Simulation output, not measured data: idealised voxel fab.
A process module follows: voxel tone inversion.
The figure presents cross-section cut, which has a width of 210 nm and is divided into square cells with an edge length of 5 nm.
Cross-sections here: square-cell grids, written as top-down lists of bands, a band being one or more rows of cells.
The entry gives the band's vertical extent as a top height and a bottom height in nm, then its horizontal make-up as materials from left to right, each with a width in nm. "blank" stands for empty space; a single material marked "full width" fills the band edge to edge.
Height is counted from the level 0, under which the received wafer is composed throughout of one material. The lowest of the bands is not closed at the bottom but continues downward, in the notation "0 down".
You'd read "30 to 40" like this: the band's top row of cells is as wide as the first number, its bottom row is as wide as the second, and going down, every row changes width by the same amount as the row before did.
"stayed the same", as given for a step, is the statement that not any cell of the cross-section underwent a change during that step.
Look at "Voids, sealed" for the closed voids: empty spaces with no open path to the top, sized 8 cells or up. Each is width x height at distance, distance from the left edge, all nm.
Where a step's line continues beyond its settings, the continuation is a remark by the simulator itself on that step.
For masked steps, "overlay nm" on the step line gives how far right of plan the mask actually lay; a minus sign means it lay to the left.

### Here's what the planned process steps look like
1: RECEIVE with material Si
2: CONFORMAL_DEP with material SiCN, thk nm 5
3: DIRECTIONAL_DEP with material polySi, thk nm 25
4: PATTERN with tone cover, mask id POSTS, material resist, width nm 20, pitch nm 35, thk nm 35, overlay nm 0
5: DIRECTIONAL_ETCH with etch materials polySi, depth nm 25
6: STRIP with etch materials resist
7: FILL_DEP with material lowk, thk nm 5
8: CMP with height nm 30
9: STRIP with etch materials polySi

### On the first of the two wafers: run conducted according to plan

### Incoming wafer, cross-sectional view, post step 1
- 0 down | Si full width
- Voids, sealed: none

### Cross-section of the wafer after step 2
- 5 to 0 | SiCN full width
- Whatever lies below 0 is exactly as it was before.

### Cross-section of the wafer after step 3
- 30 to 5 | polySi full width
- Whatever lies below 5 is exactly as it was before.

### Cross-section of the wafer after step 4
- 65 to 30 | 75 nm blank | 20 nm resist | 15 nm blank | 20 nm resist | 80 nm blank
- Whatever lies below 30 is exactly as it was before.

### Cross-section of the wafer after step 5
- 65 to 30 | 75 nm blank | 20 nm resist | 15 nm blank | 20 nm resist | 80 nm blank
- 30 to 5 | 75 nm blank | 20 nm polySi | 15 nm blank | 20 nm polySi | 80 nm blank
- Whatever lies below 5 is exactly as it was before.

### Cross-section of the wafer after step 6
- 30 to 5 | 75 nm blank | 20 nm polySi | 15 nm blank | 20 nm polySi | 80 nm blank
- Whatever lies below 5 is exactly as it was before.

### Cross-section of the wafer after step 7
- 35 to 30 | lowk full width
- 30 to 5 | 75 nm lowk | 20 nm polySi | 15 nm lowk | 20 nm polySi | 80 nm lowk
- Whatever lies below 5 is exactly as it was before.

### Cross-section of the wafer after step 8
- 30 to 5 | 75 nm lowk | 20 nm polySi | 15 nm lowk | 20 nm polySi | 80 nm lowk
- Whatever lies below 5 is exactly as it was before.

### Cross-section of the wafer after step 9
- 30 to 5 | 75 nm lowk | 20 nm blank | 15 nm lowk | 20 nm blank | 80 nm lowk
- Whatever lies below 5 is exactly as it was before.

### Okay, second wafer. Nothing different at the start, nothing different in the plan, just one mistake somewhere in the running. As far as step 3, counting that step, it's the first wafer all over again

### when step 4 should have ended
- 65 to 30 | 75 nm resist | 20 nm blank | 15 nm resist | 20 nm blank | 80 nm resist
- Whatever lies below 30 is exactly as it was before.

### when step 5 should have ended
- 65 to 30 | 75 nm resist | 20 nm blank | 15 nm resist | 20 nm blank | 80 nm resist
- 30 to 5 | 75 nm polySi | 20 nm blank | 15 nm polySi | 20 nm blank | 80 nm polySi
- Whatever lies below 5 is exactly as it was before.

### when step 6 should have ended
- 30 to 5 | 75 nm polySi | 20 nm blank | 15 nm polySi | 20 nm blank | 80 nm polySi
- Whatever lies below 5 is exactly as it was before.

### when step 7 should have ended
- 35 to 30 | lowk full width
- 30 to 5 | 75 nm polySi | 20 nm lowk | 15 nm polySi | 20 nm lowk | 80 nm polySi
- Whatever lies below 5 is exactly as it was before.

### when step 8 should have ended
- 30 to 5 | 75 nm polySi | 20 nm lowk | 15 nm polySi | 20 nm lowk | 80 nm polySi
- Whatever lies below 5 is exactly as it was before.

### when step 9 should have ended
- 30 to 5 | 75 nm blank | 20 nm lowk | 15 nm blank | 20 nm lowk | 80 nm blank
- Whatever lies below 5 is exactly as it was before.
Run error: step 4 went in with a setting other than planned; the actual run was PATTERN with tone open, mask id POSTS, material resist, width nm 20, pitch nm 35, thk nm 35, overlay nm 0
Final comparison by cell count, materials where the second wafer has more or fewer than the first: lowk: 130 fewer
